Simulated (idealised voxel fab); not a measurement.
Process module name: voxel wiring stack
The cross-section on display is named cut; it measures 260 nm wide, and its cells are 5 nm squares.
Cross-section layout: square cells on a grid; listed as bands, top to bottom; a band spans one or more cell rows.
For a band, the entry starts with two heights in nm, that of the top and then that of the bottom, and carries on with the band's materials in order from left to right, each alongside its width in nm; the word "everywhere" beside a single material means it fills the band edge to edge, and "air" means empty space.
For the purposes of this specification, 0 denotes the height below which the wafer in its as-received condition is composed wholly of one material, and the lowermost band, lacking a lower limit, extends downward without end, as expressed in "0 down".
The expression "30 to 40" gives the width at the extremes of the band, the first number at its top row of cells and the second at its bottom row, with the width changing by equal amounts from each row to the next in between.
When a step is marked "nothing different", none of the cells in the cross-section changed during that step.
"Closed-off voids" contains a list of empty spaces, each no smaller than 8 cells and without an open way to the top, written in the form width x height at distance with the distance from the left edge and all three in nm.
Whatever follows a step's settings on its line is a remark the simulator itself makes about that step.
The optional step-line setting "overlay nm" applies to steps with a mask and quantifies how far to the right of its planned location the mask lay, a negative value indicating leftward placement.

Listed below are the process steps as planned
1,RECEIVE (material Si)
2,CONFORMAL_DEP (material SiO2; thk nm 10)
3,CONFORMAL_DEP (material SiCN; thk nm 5)
4,DIRECTIONAL_DEP (material SiO2; thk nm 25)
5,MASKED_ETCH (tone open; mask id METAL_1; width nm 30; pitch nm 55; etch materials SiO2; depth nm 25; overlay nm 0)
6,MASKED_ETCH (tone open; mask id METAL_1; width nm 30; pitch nm 55; etch materials SiCN; depth nm 5; overlay nm 0)
7,CONFORMAL_DEP (material TiN; thk nm 5)
8,FILL_DEP (material Cu; thk nm 5)
9,CMP (height nm 40)
10,CONFORMAL_DEP (material SiCN; thk nm 5)
11,DIRECTIONAL_DEP (material SiO2; thk nm 35)
12,PATTERN (tone open; mask id METAL_2_HOLES; material resist; width nm 15; pitch nm 55; thk nm 15; overlay nm 0)
13,DIRECTIONAL_ETCH (etch materials SiO2; depth nm 35)
14,STRIP (etch materials resist)
15,PATTERN (tone open; mask id METAL_2; material resist; width nm 30; pitch nm 55; thk nm 20; overlay nm 0)
16,DIRECTIONAL_ETCH (etch materials SiO2; depth nm 20)
17,DIRECTIONAL_ETCH (etch materials SiCN; depth nm 5)
18,STRIP (etch materials resist)
19,CONFORMAL_DEP (material TiN; thk nm 5)
20,FILL_DEP (material Ru; thk nm 5)
21,CMP (height nm 80)
22,CONFORMAL_DEP (material SiCN; thk nm 5)
23,DIRECTIONAL_DEP (material SiO2; thk nm 25)
24,PATTERN (tone open; mask id METAL_3; material resist; width nm 30; pitch nm 55; thk nm 15; overlay nm 0)
25,DIRECTIONAL_ETCH (etch materials SiO2; depth nm 15)
26,STRIP (etch materials resist)
27,PATTERN (tone open; mask id METAL_3_HOLES; material resist; width nm 15; pitch nm 55; thk nm 20; overlay nm 0)
28,DIRECTIONAL_ETCH (etch materials SiO2; depth nm 10)
29,DIRECTIONAL_ETCH (etch materials SiCN; depth nm 5)
30,STRIP (etch materials resist)
31,CONFORMAL_DEP (material TiN; thk nm 5)
32,FILL_DEP (material Ru; thk nm 5)
33,CMP (height nm 110)
34,CONFORMAL_DEP (material SiCN; thk nm 5)

Wafer at receipt (post step 1), cross-section
    0 down: Si everywhere
    Closed-off voids: none

As-planned run: cross-section of the first of two wafers at end of module
    115 to 110: SiCN everywhere
    110 to 100: SiO2: 30, then TiN: 5, then Ru: 20, then TiN: 5, then SiO2: 25, then TiN: 5, then Ru: 20, then TiN: 5, then SiO2: 25, then TiN: 5, then Ru: 20, then TiN: 5, then SiO2: 25, then TiN: 5, then Ru: 20, then TiN: 5, then SiO2: 35
    100 to 95: SiO2: 30, then TiN: 5, then Ru: 5, then TiN: 20, then SiO2: 25, then TiN: 5, then Ru: 5, then TiN: 20, then SiO2: 25, then TiN: 5, then Ru: 5, then TiN: 20, then SiO2: 25, then TiN: 5, then Ru: 5, then TiN: 20, then SiO2: 35
    95 to 85: SiO2: 30, then TiN: 5, then Ru: 5, then TiN: 5, then SiO2: 40, then TiN: 5, then Ru: 5, then TiN: 5, then SiO2: 40, then TiN: 5, then Ru: 5, then TiN: 5, then SiO2: 40, then TiN: 5, then Ru: 5, then TiN: 5, then SiO2: 50
    85 to 80: SiCN: 30, then TiN: 15, then SiCN: 40, then TiN: 15, then SiCN: 40, then TiN: 15, then SiCN: 40, then TiN: 15, then SiCN: 50
    80 to 65: SiO2: 30, then TiN: 5, then Ru: 20, then TiN: 5, then SiO2: 25, then TiN: 5, then Ru: 20, then TiN: 5, then SiO2: 25, then TiN: 5, then Ru: 20, then TiN: 5, then SiO2: 25, then TiN: 5, then Ru: 20, then TiN: 5, then SiO2: 35
    65 to 60: SiO2: 30, then TiN: 5, then Ru: 5, then TiN: 20, then SiO2: 25, then TiN: 5, then Ru: 5, then TiN: 20, then SiO2: 25, then TiN: 5, then Ru: 5, then TiN: 20, then SiO2: 25, then TiN: 5, then Ru: 5, then TiN: 20, then SiO2: 35
    60 to 45: SiO2: 30, then TiN: 5, then Ru: 5, then TiN: 5, then SiO2: 40, then TiN: 5, then Ru: 5, then TiN: 5, then SiO2: 40, then TiN: 5, then Ru: 5, then TiN: 5, then SiO2: 40, then TiN: 5, then Ru: 5, then TiN: 5, then SiO2: 50
    45 to 40: SiCN: 30, then TiN: 15, then SiCN: 40, then TiN: 15, then SiCN: 40, then TiN: 15, then SiCN: 40, then TiN: 15, then SiCN: 50
    40 to 15: SiO2: 30, then TiN: 5, then Cu: 20, then TiN: 5, then SiO2: 25, then TiN: 5, then Cu: 20, then TiN: 5, then SiO2: 25, then TiN: 5, then Cu: 20, then TiN: 5, then SiO2: 25, then TiN: 5, then Cu: 20, then TiN: 5, then SiO2: 35
    15 to 10: SiCN: 30, then TiN: 30, then SiCN: 25, then TiN: 30, then SiCN: 25, then TiN: 30, then SiCN: 25, then TiN: 30, then SiCN: 35
    10 to 0: SiO2 everywhere
    0 down: Si everywhere
    Closed-off voids: none

Wafer two, end of module, cross-section. Same start, same plan as wafer one. One mistake in the run
    115 to 110: TiN everywhere
    110 to 100: SiO2: 30, then TiN: 5, then Ru: 20, then TiN: 5, then SiO2: 25, then TiN: 5, then Ru: 20, then TiN: 5, then SiO2: 25, then TiN: 5, then Ru: 20, then TiN: 5, then SiO2: 25, then TiN: 5, then Ru: 20, then TiN: 5, then SiO2: 35
    100 to 95: SiO2: 30, then TiN: 5, then Ru: 5, then TiN: 20, then SiO2: 25, then TiN: 5, then Ru: 5, then TiN: 20, then SiO2: 25, then TiN: 5, then Ru: 5, then TiN: 20, then SiO2: 25, then TiN: 5, then Ru: 5, then TiN: 20, then SiO2: 35
    95 to 85: SiO2: 30, then TiN: 5, then Ru: 5, then TiN: 5, then SiO2: 40, then TiN: 5, then Ru: 5, then TiN: 5, then SiO2: 40, then TiN: 5, then Ru: 5, then TiN: 5, then SiO2: 40, then TiN: 5, then Ru: 5, then TiN: 5, then SiO2: 50
    85 to 80: SiCN: 30, then TiN: 15, then SiCN: 40, then TiN: 15, then SiCN: 40, then TiN: 15, then SiCN: 40, then TiN: 15, then SiCN: 50
    80 to 65: SiO2: 30, then TiN: 5, then Ru: 20, then TiN: 5, then SiO2: 25, then TiN: 5, then Ru: 20, then TiN: 5, then SiO2: 25, then TiN: 5, then Ru: 20, then TiN: 5, then SiO2: 25, then TiN: 5, then Ru: 20, then TiN: 5, then SiO2: 35
    65 to 60: SiO2: 30, then TiN: 5, then Ru: 5, then TiN: 20, then SiO2: 25, then TiN: 5, then Ru: 5, then TiN: 20, then SiO2: 25, then TiN: 5, then Ru: 5, then TiN: 20, then SiO2: 25, then TiN: 5, then Ru: 5, then TiN: 20, then SiO2: 35
    60 to 45: SiO2: 30, then TiN: 5, then Ru: 5, then TiN: 5, then SiO2: 40, then TiN: 5, then Ru: 5, then TiN: 5, then SiO2: 40, then TiN: 5, then Ru: 5, then TiN: 5, then SiO2: 40, then TiN: 5, then Ru: 5, then TiN: 5, then SiO2: 50
    45 to 40: SiCN: 30, then TiN: 15, then SiCN: 40, then TiN: 15, then SiCN: 40, then TiN: 15, then SiCN: 40, then TiN: 15, then SiCN: 50
    40 to 15: SiO2: 30, then TiN: 5, then Cu: 20, then TiN: 5, then SiO2: 25, then TiN: 5, then Cu: 20, then TiN: 5, then SiO2: 25, then TiN: 5, then Cu: 20, then TiN: 5, then SiO2: 25, then TiN: 5, then Cu: 20, then TiN: 5, then SiO2: 35
    15 to 10: SiCN: 30, then TiN: 30, then SiCN: 25, then TiN: 30, then SiCN: 25, then TiN: 30, then SiCN: 25, then TiN: 30, then SiCN: 35
    10 to 0: SiO2 everywhere
    0 down: Si everywhere
    Closed-off voids: none
Plan not followed: heads up, step 34 didn't go per plan, it actually ran as CONFORMAL_DEP (material TiN; thk nm 5)
Heads up, by the end the second wafer has more or fewer cells of some materials compared to the first: -52 SiCN, +52 TiN
